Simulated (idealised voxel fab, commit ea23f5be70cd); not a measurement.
process module | voxel capacitor over wiring
cross-section cut | 215 nm wide | cells 5 nm
A cross-section is a grid of square cells, given in bands from the top down. A band is one or more rows of cells.
Each band's line starts with the height of the band's top and of its bottom, in nm. Then come its materials from left to right, each with its width in nm. One material with "throughout" fills the band from edge to edge. "air" is empty space.
Height 0 is the level under which the wafer as received is all one material. The lowest band goes on downwards, as in "0 down".
A width such as "30 to 40" changes by the same amount from each row of cells to the next, from the band's top row to its bottom row.
"no change" after a step means that no cell of the cross-section changed.
closed voids: empty space of 8 cells or more with no open way to the top, each as width x height at its distance from the left edge, in nm
after a step's settings: what the simulator itself notes on the step
overlay nm, on a step with a mask: how far to the right of its planned place the mask lay; to the left if negative
plan
1 op RECEIVE | material Si
2 op CONFORMAL_DEP | material SiO2 | thk nm 15
3 op DIRECTIONAL_DEP | material TiN | thk nm 5
4 op DIRECTIONAL_DEP | material W | thk nm 20
5 op MASKED_ETCH | tone cover | mask id METAL_1 | width nm 20 | pitch nm 90 | etch materials W | depth nm 20 | overlay nm 0
6 op MASKED_ETCH | tone cover | mask id METAL_1 | width nm 20 | pitch nm 90 | etch materials TiN | depth nm 5 | overlay nm 0
7 op FILL_DEP | material SiO2 | thk nm 10
8 op CMP | height nm 40
9 op CONFORMAL_DEP | material SiCN | thk nm 5
10 op DIRECTIONAL_DEP | material SiO2 | thk nm 15
11 op MASKED_ETCH | tone open | mask id PLUG_1 | width nm 15 | etch materials SiO2 | depth nm 15 | overlay nm 0
12 op MASKED_ETCH | tone open | mask id PLUG_1 | width nm 15 | etch materials SiCN | depth nm 5 | overlay nm 0
13 op CONFORMAL_DEP | material TiN | thk nm 5
14 op FILL_DEP | material Ru | thk nm 5
15 op CMP | height nm 60
16 op DIRECTIONAL_DEP | material TiN | thk nm 5
17 op DIRECTIONAL_DEP | material HfO2 | thk nm 5
18 op DIRECTIONAL_DEP | material TiN | thk nm 5
19 op PATTERN | tone cover | mask id UPPER_PLATE | material resist | width nm 75 | thk nm 20 | overlay nm 0
20 op DIRECTIONAL_ETCH | etch materials TiN | depth nm 5
21 op DIRECTIONAL_ETCH | etch materials HfO2 | depth nm 5
22 op STRIP | etch materials resist
23 op MASKED_ETCH | tone cover | mask id LOWER_PLATE | width nm 85 | etch materials TiN | depth nm 5 | overlay nm 0
24 op FILL_DEP | material SiO2 | thk nm 15
25 op CMP | height nm 85
26 op MASKED_ETCH | tone open | mask id PLUG_2 | width nm 15 | etch materials SiO2 | depth nm 10 | overlay nm 0
27 op CONFORMAL_DEP | material TiN | thk nm 5
28 op FILL_DEP | material W | thk nm 10
29 op CMP | height nm 85
30 op CONFORMAL_DEP | material SiN | thk nm 5
as received, after step 1
  0 down: Si throughout
  closed voids: none
a wafer at the end: this start, this plan, one mistake
  90 to 85: SiN throughout
  85 to 80: SiO2 55 | TiN 75 | SiO2 85
  80 to 75: SiO2 55 | HfO2 75 | SiO2 85
  75 to 70: SiO2 50 | TiN 85 | SiO2 80
  70 to 60: TiN throughout
  60 to 45: SiO2 55 | TiN 5 | Ru 5 | TiN 5 | SiO2 145
  45 to 40: SiCN 55 | TiN 15 | SiCN 145
  40 to 20: SiO2 50 | W 20 | SiO2 70 | W 20 | SiO2 55
  20 to 15: SiO2 50 | TiN 20 | SiO2 70 | TiN 20 | SiO2 55
  15 to 0: SiO2 throughout
  0 down: Si throughout
  closed voids: none
what went wrong: step 16 ran as: op DIRECTIONAL_DEP | material TiN | thk nm 15
